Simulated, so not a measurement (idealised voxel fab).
The following is a process module called voxel capacitor over wiring.
Xsec cut, 230 nm wide, square cell size 5 nm.
If you're reading a cross-section in this doc, picture square cells in a grid; it comes to you as bands, top ones listed first down to the bottom, and a band can be one or more rows of cells. Look at the band entry: it leads with the top's height and the bottom's height in nm. Then it lists the materials left to right, with a width in nm for each. The word "full width" on a single material says that material fills the band edge to edge. The word "blank" is empty space. Heights are measured from 0, the level below which the as-received wafer is all one material; the lowest band has no bottom and continues downward, written as in "0 down". A two-number width, for instance "30 to 40", indicates that the width is equal to the first number in the top row of the band and to the second number in the bottom row, and that it changes by a constant amount per row of cells. "changes: none" after a step means that no cell of the cross-section changed. "Sealed void listing" means: voids of 8 cells or more that are shut off from the top with no open way through. Written width x height at distance, distance from the left edge, in nm. Where a step's line continues beyond its settings, the continuation is a remark by the simulator itself on that step. The line of a step may include "overlay nm". On a step with a mask, this value is how far to the right of its planned place the mask lay. A negative value means the mask lay to the left.
## Listed below are the process steps as planned
1,RECEIVE | material Si
2,CONFORMAL_DEP | material SiO2 | thk nm 15
3,CONFORMAL_DEP | material SiCN | thk nm 5
4,DIRECTIONAL_DEP | material lowk | thk nm 15
5,PATTERN | tone open | mask id METAL_1 | material resist | width nm 25 | pitch nm 75 | thk nm 15 | overlay nm 0
6,DIRECTIONAL_ETCH | etch materials lowk | depth nm 15
7,DIRECTIONAL_ETCH | etch materials SiCN | depth nm 5
8,STRIP | etch materials resist
9,CONFORMAL_DEP | material TiN | thk nm 5
10,FILL_DEP | material Ru | thk nm 5
11,CMP | height nm 35
12,EPI | material Ru | thk nm 5
13,FILL_DEP | material SiCN | thk nm 5
14,DIRECTIONAL_DEP | material SiO2 | thk nm 20
15,DIRECTIONAL_DEP | material aC | thk nm 10
16,PATTERN | tone open | mask id PLUG_1 | material resist | width nm 15 | thk nm 30 | overlay nm 0
17,DIRECTIONAL_ETCH | etch materials aC | depth nm 10
18,STRIP | etch materials resist
19,DIRECTIONAL_ETCH | etch materials SiO2 | depth nm 20
20,DIRECTIONAL_ETCH | etch materials SiCN | depth nm 5
21,STRIP | etch materials aC
22,CONFORMAL_DEP | material TiN | thk nm 5
23,FILL_DEP | material W | thk nm 10
24,CMP | height nm 65
25,DIRECTIONAL_DEP | material TiN | thk nm 5
26,DIRECTIONAL_DEP | material HfO2 | thk nm 5
27,DIRECTIONAL_DEP | material TiN | thk nm 5
28,MASKED_ETCH | tone cover | mask id UPPER_PLATE | width nm 55 | etch materials TiN | depth nm 5 | overlay nm 0
29,MASKED_ETCH | tone cover | mask id UPPER_PLATE | width nm 55 | etch materials HfO2 | depth nm 5 | overlay nm 0
30,MASKED_ETCH | tone cover | mask id LOWER_PLATE | width nm 65 | etch materials TiN | depth nm 5 | overlay nm 0
31,FILL_DEP | material SiO2 | thk nm 15
32,CMP | height nm 90
33,MASKED_ETCH | tone open | mask id PLUG_2 | width nm 15 | etch materials SiO2 | depth nm 10 | overlay nm 0
34,CONFORMAL_DEP | material TiN | thk nm 5
35,FILL_DEP | material Cu | thk nm 5
36,CMP | height nm 90
37,CONFORMAL_DEP | material SiN | thk nm 5
## Cross-section, incoming material, after step 1
	0 down = Si full width
	Sealed void listing: none
## This is how the wafer looks in cross-section once the module is done, given the starting state and plan above and one mistake in carrying the plan out
	95 to 90 = SiN full width
	90 to 85 = 85 of SiO2; 5 of TiN; 5 of Cu; 5 of TiN; 130 of SiO2
	85 to 75 = 85 to 75 of SiO2; 15 to 55 of TiN; 130 to 100 of SiO2
	75 to 70 = 75 of SiO2; 55 of HfO2; 100 of SiO2
	70 to 65 = 70 of SiO2; 65 of TiN; 95 of SiO2
	65 to 45 = 65 of SiO2; 5 of TiN; 5 of W; 5 of TiN; 150 of SiO2
	45 to 40 = 65 of SiCN; 15 of TiN; 150 of SiCN
	40 to 35 = 60 of SiCN; 35 of Ru; 40 of SiCN; 35 of Ru; 60 of SiCN
	35 to 20 = 65 of lowk; 5 of TiN; 15 of Ru; 5 of TiN; 50 of lowk; 5 of TiN; 15 of Ru; 5 of TiN; 65 of lowk
	20 to 15 = 65 of SiCN; 25 of TiN; 50 of SiCN; 25 of TiN; 65 of SiCN
	15 to 0 = SiO2 full width
	0 down = Si full width
	Sealed void listing: none
So what did we get wrong on this run? the process deviated at step 16: the operation and settings actually run there were PATTERN | tone open | mask id PLUG_1 | material resist | width nm 15 | thk nm 30 | overlay nm -10
